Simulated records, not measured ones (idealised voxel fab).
process module | voxel self aligned contacts
cross-section cut | 280 nm wide | cells 5 nm
A cross-section is a grid of square cells, given in bands from the top down. A band is one or more rows of cells.
Each band's line starts with the height of the band's top and of its bottom, in nm. Then come its materials from left to right, each with its width in nm. One material with "throughout" fills the band from edge to edge. "air" is empty space.
Height 0 is the level under which the wafer as received is all one material. The lowest band goes on downwards, as in "0 down".
A width such as "30 to 40" changes by the same amount from each row of cells to the next, from the band's top row to its bottom row.
"no change" after a step means that no cell of the cross-section changed.
closed voids: empty space of 8 cells or more with no open way to the top, each as width x height at its distance from the left edge, in nm
after a step's settings: what the simulator itself notes on the step
overlay nm, on a step with a mask: how far to the right of its planned place the mask lay; to the left if negative
plan
1 op RECEIVE | material Si
2 op CONFORMAL_DEP | material SiO2 | thk nm 5
3 op DIRECTIONAL_DEP | material polySi | thk nm 25
4 op DIRECTIONAL_DEP | material SiN | thk nm 20
5 op DIRECTIONAL_DEP | material aC | thk nm 10
6 op PATTERN | tone cover | mask id GATE | material resist | width nm 35 | pitch nm 70 | thk nm 25 | overlay nm -15
7 op DIRECTIONAL_ETCH | etch materials aC | depth nm 10
8 op STRIP | etch materials resist
9 op DIRECTIONAL_ETCH | etch materials SiN | depth nm 20
10 op DIRECTIONAL_ETCH | etch materials polySi | depth nm 25
11 op STRIP | etch materials aC
12 op CONFORMAL_DEP | material SiN | thk nm 5
13 op DIRECTIONAL_ETCH | etch materials SiN | depth nm 5
14 op FILL_DEP | material SiO2 | thk nm 10
15 op CMP | height nm 55
16 op DIRECTIONAL_DEP | material aC | thk nm 10
17 op PATTERN | tone open | mask id CONTACT | material resist | width nm 55 | pitch nm 70 | thk nm 25 | overlay nm 0
18 op DIRECTIONAL_ETCH | etch materials aC | depth nm 10
19 op STRIP | etch materials resist
20 op DIRECTIONAL_ETCH | etch materials SiO2 | depth nm 55
21 op STRIP | etch materials aC
22 op CONFORMAL_DEP | material TiN | thk nm 5
23 op FILL_DEP | material Ru | thk nm 10
24 op CMP | height nm 55
25 op CONFORMAL_DEP | material SiN | thk nm 5
varied across the wafers: overlay nm of step 6. The plan shows the first wafer's value. All wafers start alike
first wafer as received, after step 1
  0 down: Si throughout
  closed voids: none
each wafer at the end: cells of each material gained (+) or lost (-) since it was received, then its closed voids
overlay nm -15 | +60 Ru | +194 SiN | +251 SiO2 | +62 TiN | +105 polySi | closed voids: none
overlay nm -10 | +60 Ru | +194 SiN | +251 SiO2 | +62 TiN | +105 polySi | closed voids: none
overlay nm -5 | +60 Ru | +194 SiN | +251 SiO2 | +62 TiN | +105 polySi | closed voids: none
overlay nm 0 | +60 Ru | +194 SiN | +251 SiO2 | +62 TiN | +105 polySi | closed voids: none
overlay nm 5 | +60 Ru | +194 SiN | +251 SiO2 | +62 TiN | +105 polySi | closed voids: none
overlay nm 10 | +60 Ru | +194 SiN | +251 SiO2 | +62 TiN | +105 polySi | closed voids: none
overlay nm 15 | +60 Ru | +194 SiN | +251 SiO2 | +62 TiN | +105 polySi | closed voids: none
